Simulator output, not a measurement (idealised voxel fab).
You're looking at the process module voxel gate over fins.
Each square cell in cross-section cut measures 5 nm, and the section as a whole is 220 nm wide.
When this document writes out a cross-section, it uses a grid of square cells and lists it as bands, beginning at the top and moving down, with a band standing for one or more rows of cells.
Per band: top height and bottom height in nm, followed by the left-to-right materials and their widths in nm; "full width" marks a single material spanning edge to edge, "air" marks empty space.
Zero point of the height axis is 0; under it, received wafer = one material. Lowest band: continues down indefinitely, "0 and below".
Note: "30->40" means the width goes from the first number (top row of the band) to the second number (bottom row) in equal steps per row of cells.
No cell of the cross-section changed in a step that is given as "stayed the same".
So "Enclosed void entries" is basically the list of trapped voids: any empty space of 8 cells or more that can't reach the top through an opening. They're written width x height at distance, the distance being from the left edge, and it's all nm.
Past the settings on a step's line: simulator remark, on that step.
overlay nm: on a step with a mask, how far right of its planned place the mask lay; negative means left.
-- Planned step list for the process
- 1: RECEIVE,material Si
- 2: CONFORMAL_DEP,material SiN,thk nm 5
- 3: DIRECTIONAL_DEP,material aC,thk nm 15
- 4: PATTERN,tone cover,mask id FINS,material resist,width nm 15,pitch nm 45,thk nm 30,overlay nm 0
- 5: DIRECTIONAL_ETCH,etch materials aC,depth nm 15
- 6: STRIP,etch materials resist
- 7: DIRECTIONAL_ETCH,etch materials SiN,depth nm 5
- 8: DIRECTIONAL_ETCH,etch materials Si,depth nm 40
- 9: STRIP,etch materials aC
- 10: OXIDIZE,depth nm 5
- 11: FILL_DEP,material SiO2,thk nm 10
- 12: CMP,height nm 5
- 13: SELECTIVE_ETCH,etch materials SiO2,depth nm 20
- 14: STRIP,etch materials SiN
- 15: CONFORMAL_DEP,material HfO2,thk nm 5
- 16: CONFORMAL_DEP,material TiN,thk nm 5
- 17: FILL_DEP,material W,thk nm 15
- 18: CMP,height nm 20
- 19: CONFORMAL_DEP,material SiCN,thk nm 5
-- Cross-section of the wafer upon arrival, representing the state reached after step 1
* 0 and below: Si full width
* Enclosed void entries: none
-- Looking at the first of two wafers in cross-section at end of module - ran to plan
* 25 down to 20: SiCN full width
* 20 down to 10: W full width
* 10 down to 5: W=50  TiN=25  W=20  TiN=25  W=20  TiN=25  W=55
* 5 down to 0: W=50  TiN=5  HfO2=15  TiN=5  W=20  TiN=5  HfO2=15  TiN=5  W=20  TiN=5  HfO2=15  TiN=5  W=55
* 0 down to -5: W=50  TiN=5  HfO2=5  Si=5  HfO2=5  TiN=5  W=20  TiN=5  HfO2=5  Si=5  HfO2=5  TiN=5  W=20  TiN=5  HfO2=5  Si=5  HfO2=5  TiN=5  W=55
* -5 down to -10: TiN=55  HfO2=5  Si=5  HfO2=5  TiN=30  HfO2=5  Si=5  HfO2=5  TiN=30  HfO2=5  Si=5  HfO2=5  TiN=60
* -10 down to -15: HfO2=60  Si=5  HfO2=40  Si=5  HfO2=40  Si=5  HfO2=65
* -15 down to -45: SiO2=60  Si=5  SiO2=40  Si=5  SiO2=40  Si=5  SiO2=65
* -45 and below: Si full width
* Enclosed void entries: none
-- Second wafer cross-section at end of module - shared start and plan with the first, one mistake in the run
* 25 down to 20: SiCN full width
* 20 down to 10: W full width
* 10 down to 5: W=50  TiN=25  W=20  TiN=25  W=20  TiN=25  W=55
* 5 down to 0: W=50  TiN=5  W=15  TiN=5  W=20  TiN=5  W=15  TiN=5  W=20  TiN=5  W=15  TiN=5  W=55
* 0 down to -5: W=50  TiN=5  W=5  Si=5  W=5  TiN=5  W=20  TiN=5  W=5  Si=5  W=5  TiN=5  W=20  TiN=5  W=5  Si=5  W=5  TiN=5  W=55
* -5 down to -10: TiN=55  W=5  Si=5  W=5  TiN=30  W=5  Si=5  W=5  TiN=30  W=5  Si=5  W=5  TiN=60
* -10 down to -15: W=60  Si=5  W=40  Si=5  W=40  Si=5  W=65
* -15 down to -45: SiO2=60  Si=5  SiO2=40  Si=5  SiO2=40  Si=5  SiO2=65
* -45 and below: Si full width
* Enclosed void entries: none
The mistake made against the process plan was this: step 15 ran with different settings than intended, the actual operation and settings being CONFORMAL_DEP,material W,thk nm 5
End of process, cell counts, second wafer against first, materials with more or fewer: -62 HfO2 | +62 W
